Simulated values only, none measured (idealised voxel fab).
process module | voxel wiring stack
cross-section cut | 195 nm wide | cells 5 nm
A cross-section is a grid of square cells, given in bands from the top down. A band is one or more rows of cells.
Each band's line starts with the height of the band's top and of its bottom, in nm. Then come its materials from left to right, each with its width in nm. One material with "throughout" fills the band from edge to edge. "air" is empty space.
Height 0 is the level under which the wafer as received is all one material. The lowest band goes on downwards, as in "0 down".
A width such as "30 to 40" changes by the same amount from each row of cells to the next, from the band's top row to its bottom row.
"no change" after a step means that no cell of the cross-section changed.
closed voids: empty space of 8 cells or more with no open way to the top, each as width x height at its distance from the left edge, in nm
after a step's settings: what the simulator itself notes on the step
overlay nm, on a step with a mask: how far to the right of its planned place the mask lay; to the left if negative
plan
1 op RECEIVE | material Si
2 op CONFORMAL_DEP | material SiO2 | thk nm 15
3 op CONFORMAL_DEP | material SiN | thk nm 5
4 op DIRECTIONAL_DEP | material lowk | thk nm 15
5 op PATTERN | tone open | mask id METAL_1 | material resist | width nm 30 | pitch nm 45 | thk nm 15 | overlay nm 0
6 op DIRECTIONAL_ETCH | etch materials lowk | depth nm 15
7 op DIRECTIONAL_ETCH | etch materials SiN | depth nm 5
8 op STRIP | etch materials resist
9 op CONFORMAL_DEP | material TiN | thk nm 5
10 op FILL_DEP | material Cu | thk nm 10
11 op CMP | height nm 35
12 op EPI | material Ru | thk nm 5
13 op FILL_DEP | material SiCN | thk nm 5
14 op DIRECTIONAL_DEP | material lowk | thk nm 15
15 op PATTERN | tone open | mask id PLUG_1 | material resist | width nm 15 | pitch nm 45 | thk nm 15 | overlay nm 0
16 op DIRECTIONAL_ETCH | etch materials lowk | depth nm 15
17 op DIRECTIONAL_ETCH | etch materials SiCN | depth nm 5
18 op STRIP | etch materials resist
19 op EPI | material Ru | thk nm 10
20 op EPI | material Ru | thk nm 10
21 op DIRECTIONAL_DEP | material TiN | thk nm 5
22 op DIRECTIONAL_DEP | material Ru | thk nm 20
23 op MASKED_ETCH | tone cover | mask id METAL_2 | width nm 30 | pitch nm 45 | etch materials Ru | depth nm 20 | overlay nm 0
24 op MASKED_ETCH | tone cover | mask id METAL_2 | width nm 30 | pitch nm 45 | etch materials TiN | depth nm 5 | overlay nm 0
25 op FILL_DEP | material SiO2 | thk nm 5
26 op CMP | height nm 85
27 op CONFORMAL_DEP | material SiCN | thk nm 5
28 op DIRECTIONAL_DEP | material SiO2 | thk nm 30
29 op PATTERN | tone open | mask id METAL_3 | material resist | width nm 30 | pitch nm 45 | thk nm 15 | overlay nm 0
30 op DIRECTIONAL_ETCH | etch materials SiO2 | depth nm 20
31 op STRIP | etch materials resist
32 op PATTERN | tone open | mask id METAL_3_HOLES | material resist | width nm 15 | pitch nm 90 | thk nm 15 | overlay nm 0
33 op DIRECTIONAL_ETCH | etch materials SiO2 | depth nm 10
34 op DIRECTIONAL_ETCH | etch materials SiCN | depth nm 5
35 op STRIP | etch materials resist
36 op CONFORMAL_DEP | material TiN | thk nm 5
37 op FILL_DEP | material Cu | thk nm 10
38 op CMP | height nm 120
39 op CONFORMAL_DEP | material SiCN | thk nm 5
as received, after step 1
  0 down: Si throughout
  closed voids: none
first wafer at the end, as planned
  125 to 120: SiCN throughout
  120 to 105: SiO2 15 | TiN 5 | Cu 20 | TiN 5 | SiO2 15 | TiN 5 | Cu 20 | TiN 5 | SiO2 15 | TiN 5 | Cu 20 | TiN 5 | SiO2 15 | TiN 5 | Cu 20 | TiN 5 | SiO2 15
  105 to 100: SiO2 15 | TiN 5 | Cu 5 | TiN 20 | SiO2 15 | TiN 30 | SiO2 15 | TiN 5 | Cu 5 | TiN 20 | SiO2 15 | TiN 30 | SiO2 15
  100 to 90: SiO2 15 | TiN 5 | Cu 5 | TiN 5 | SiO2 75 | TiN 5 | Cu 5 | TiN 5 | SiO2 75
  90 to 85: SiCN 15 | TiN 15 | SiCN 75 | TiN 15 | SiCN 75
  85 to 65: SiO2 15 | Ru 30 | SiO2 15 | Ru 30 | SiO2 15 | Ru 30 | SiO2 15 | Ru 30 | SiO2 15
  65 to 60: SiO2 15 | TiN 30 | SiO2 15 | TiN 30 | SiO2 15 | TiN 30 | SiO2 15 | TiN 30 | SiO2 15
  60 to 45: lowk 15 | Ru 15 | lowk 30 | Ru 15 | lowk 30 | Ru 15 | lowk 30 | Ru 15 | lowk 30
  45 to 35: SiCN 15 to 10 | Ru 15 to 40 | SiCN 30 to 5 | Ru 15 to 40 | SiCN 30 to 5 | Ru 15 to 40 | SiCN 30 to 5 | Ru 15 to 40 | SiCN 30 to 10
  35 to 20: lowk 15 | TiN 5 | Cu 20 | TiN 5 | lowk 15 | TiN 5 | Cu 20 | TiN 5 | lowk 15 | TiN 5 | Cu 20 | TiN 5 | lowk 15 | TiN 5 | Cu 20 | TiN 5 | lowk 15
  20 to 15: SiN 15 | TiN 30 | SiN 15 | TiN 30 | SiN 15 | TiN 30 | SiN 15 | TiN 30 | SiN 15
  15 to 0: SiO2 throughout
  0 down: Si throughout
  closed voids: none
second wafer at the end: like start, like plan, one mistake
  125 to 120: SiCN throughout
  120 to 90: SiO2 throughout
  90 to 85: SiCN throughout
  85 to 65: SiO2 15 | Ru 30 | SiO2 15 | Ru 30 | SiO2 15 | Ru 30 | SiO2 15 | Ru 30 | SiO2 15
  65 to 60: SiO2 15 | TiN 30 | SiO2 15 | TiN 30 | SiO2 15 | TiN 30 | SiO2 15 | TiN 30 | SiO2 15
  60 to 45: lowk 15 | Ru 15 | lowk 30 | Ru 15 | lowk 30 | Ru 15 | lowk 30 | Ru 15 | lowk 30
  45 to 35: SiCN 15 to 10 | Ru 15 to 40 | SiCN 30 to 5 | Ru 15 to 40 | SiCN 30 to 5 | Ru 15 to 40 | SiCN 30 to 5 | Ru 15 to 40 | SiCN 30 to 10
  35 to 20: lowk 15 | TiN 5 | Cu 20 | TiN 5 | lowk 15 | TiN 5 | Cu 20 | TiN 5 | lowk 15 | TiN 5 | Cu 20 | TiN 5 | lowk 15 | TiN 5 | Cu 20 | TiN 5 | lowk 15
  20 to 15: SiN 15 | TiN 30 | SiN 15 | TiN 30 | SiN 15 | TiN 30 | SiN 15 | TiN 30 | SiN 15
  15 to 0: SiO2 throughout
  0 down: Si throughout
  closed voids: none
what went wrong: step 28 was run twice
at the end the second wafer has, in cells: 54 fewer of Cu | 6 more of SiCN | 108 more of SiO2 | 60 fewer of TiN
